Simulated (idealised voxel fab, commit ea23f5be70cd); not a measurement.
Name of the process module below: voxel released beams
cross-section cut | 200 nm wide | cells 5 nm
Format of a cross-section: grid, square cells. Given as bands. Order: top down. Band: one or more rows of cells. Quick guide to a band line: top height, bottom height (nm) up front; then every material left to right with its width in nm. Only one material and it's marked "throughout"? Then it fills the band edge to edge. And "empty" just means empty space. Height datum 0, below which the as-received substrate wafer is one material. Lowest band open at the bottom, running downward: "from 0 down". The two numbers in a width such as "30 to 40" mark its ends across the band: the first belongs to the top row of cells, the second to the bottom row, and from each row to the next the width moves by the same amount. When a step is marked "nothing got changed", none of the cells in the cross-section changed during that step. You'll see "Cavities, sealed" listing empty spaces that have no way open to the top, as long as they're 8 cells or more; the notation is width x height at distance, where the distance is from the left edge, and all of it is in nm. Step line, after settings: the simulator's comment on this step. Each step line may optionally specify "overlay nm", which for a step with a mask gives the rightward distance between the mask's planned place and where it lay, a negative value indicating the leftward direction.
Listed below are the process steps as planned:
1,RECEIVE with material Si
2,CONFORMAL_DEP with material Al2O3, thk nm 10
3,DIRECTIONAL_DEP with material SiO2, thk nm 20
4,MASKED_ETCH with tone open, mask id ANCHOR, width nm 25, etch materials SiO2, depth nm 20, overlay nm 0
5,CONFORMAL_DEP with material polySi, thk nm 10
6,MASKED_ETCH with tone cover, mask id BEAM, width nm 75, etch materials polySi, depth nm 10, overlay nm 0
7,STRIP with etch materials SiO2
First wafer, as planned:
Received-state cross-section, reflecting completion of step 1:
- from 0 down = Si throughout
- Cavities, sealed: none
Presented here is a cross-section of the wafer after step 2 has been performed:
- from 10 to 0 = Al2O3 throughout
- No changes below 0.
Presented here is a cross-section of the wafer after step 3 has been performed:
- from 30 to 10 = SiO2 throughout
- No changes below 10.
Presented here is a cross-section of the wafer after step 4 has been performed:
- from 30 to 10 = SiO2 65 nm  empty 25 nm  SiO2 110 nm
- No changes below 10.
Presented here is a cross-section of the wafer after step 5 has been performed:
- from 40 to 30 = polySi 75 nm  empty 5 nm  polySi 120 nm
- from 30 to 20 = SiO2 65 nm  polySi 10 nm  empty 5 nm  polySi 10 nm  SiO2 110 nm
- from 20 to 10 = SiO2 65 nm  polySi 25 nm  SiO2 110 nm
- No changes below 10.
Presented here is a cross-section of the wafer after step 6 has been performed:
- from 40 to 30 = empty 60 nm  polySi 15 nm  empty 5 nm  polySi 55 nm  empty 65 nm
- No changes below 30.
Presented here is a cross-section of the wafer after step 7 has been performed:
- from 40 to 30 = empty 60 nm  polySi 15 nm  empty 5 nm  polySi 55 nm  empty 65 nm
- from 30 to 20 = empty 65 nm  polySi 10 nm  empty 5 nm  polySi 10 nm  empty 110 nm
- from 20 to 10 = empty 65 nm  polySi 25 nm  empty 110 nm
- No changes below 10.
Here the second wafer is described. Its start and its plan were those of the first wafer. Its run contained one mistake. Up to and including step 2, it did exactly what the first wafer did:
Look at the second wafer in cross-section at the time step 3 ought to have finished: nothing got changed
Look at the second wafer in cross-section at the time step 4 ought to have finished: nothing got changed
Look at the second wafer in cross-section at the time step 5 ought to have finished:
- from 20 to 10 = polySi throughout
- No changes below 10.
Look at the second wafer in cross-section at the time step 6 ought to have finished:
- from 20 to 10 = empty 60 nm  polySi 75 nm  empty 65 nm
- No changes below 10.
Look at the second wafer in cross-section at the time step 7 ought to have finished: nothing got changed
Run error: step 3 of the plan did not run at all; it was left out
Wafer comparison, final, in cells, second relative to first, materials more or fewer: polySi: 16 fewer
